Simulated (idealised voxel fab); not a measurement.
The process module that follows is named voxel self aligned vias.
Each square cell in cross-section cut measures 5 nm, and the section as a whole is 270 nm wide.
Format of a cross-section: grid, square cells. Given as bands. Order: top down. Band: one or more rows of cells.
Top height, bottom height, nm. Materials left to right, width each, nm. Single material + "throughout" = fills band edge to edge. "empty" = empty.
All heights in this document are referenced to 0, defined as the level beneath which the wafer, as received, consists entirely of one material. The lowest band is not bounded below; it extends indefinitely downward and is written in the form "0 down".
The width entry "30 to 40" should be interpreted row by row: the top row of cells in the band takes the first number, the bottom row takes the second number, and the change between adjacent rows is uniform throughout.
Step note "no alterations made" = no cross-section cell changed.
In "Fully enclosed voids" the enclosed voids are listed, meaning empty spaces of 8 cells or larger without any opening to the top. The form is width x height at distance, distance from the left edge, units nm.
Formally, on a step line, whatever follows the settings is a remark that the simulator itself makes on the step.
overlay nm, on a step with a mask: how far to the right of its planned place the mask lay; to the left if negative
**Planned step list for the process**
1 RECEIVE with material Si
2 CONFORMAL_DEP with material SiO2, thk nm 10
3 CONFORMAL_DEP with material SiCN, thk nm 5
4 DIRECTIONAL_DEP with material SiO2, thk nm 20
5 MASKED_ETCH with tone open, mask id LINES, width nm 30, pitch nm 60, etch materials SiO2, depth nm 20, overlay nm -15
6 CONFORMAL_DEP with material TiN, thk nm 5
7 FILL_DEP with material Ru, thk nm 10
8 CMP with height nm 35
9 SELECTIVE_ETCH with etch materials W Ru TiN, depth nm 10
10 FILL_DEP with material SiN, thk nm 10
11 CMP with height nm 35
12 DIRECTIONAL_DEP with material SiO2, thk nm 15
13 MASKED_ETCH with tone open, mask id VIAS, width nm 40, etch materials SiO2, depth nm 15, overlay nm 0
14 MASKED_ETCH with tone open, mask id VIAS, width nm 40, etch materials SiN, depth nm 10, overlay nm 0
15 CONFORMAL_DEP with material TiN, thk nm 5
16 FILL_DEP with material Ru, thk nm 10
17 CMP with height nm 50
18 CONFORMAL_DEP with material SiN, thk nm 5
Heads up: all these wafers start the same, and what changes between them is the overlay nm in step 5. The value you see in the plan is just what the first wafer got.
**Sectional view: first of several wafers, as received, after step 1**
  0 down  Si throughout
  Fully enclosed voids: none
**Below: a row per wafer. Contents at end of module: for every material, cells gained since receipt (+) or lost since receipt (-); then closed voids**
overlay nm -15; +24 Ru; +54 SiCN; +70 SiN; +414 SiO2; +32 TiN; Fully enclosed voids: none
overlay nm -10; +26 Ru; +54 SiCN; +68 SiN; +414 SiO2; +32 TiN; Fully enclosed voids: none
overlay nm -5; +28 Ru; +54 SiCN; +66 SiN; +414 SiO2; +32 TiN; Fully enclosed voids: none
overlay nm 0; +28 Ru; +54 SiCN; +66 SiN; +414 SiO2; +32 TiN; Fully enclosed voids: none
overlay nm 5; +28 Ru; +54 SiCN; +66 SiN; +414 SiO2; +32 TiN; Fully enclosed voids: none
overlay nm 10; +26 Ru; +54 SiCN; +68 SiN; +414 SiO2; +32 TiN; Fully enclosed voids: none
overlay nm 15; +24 Ru; +54 SiCN; +70 SiN; +414 SiO2; +32 TiN; Fully enclosed voids: none
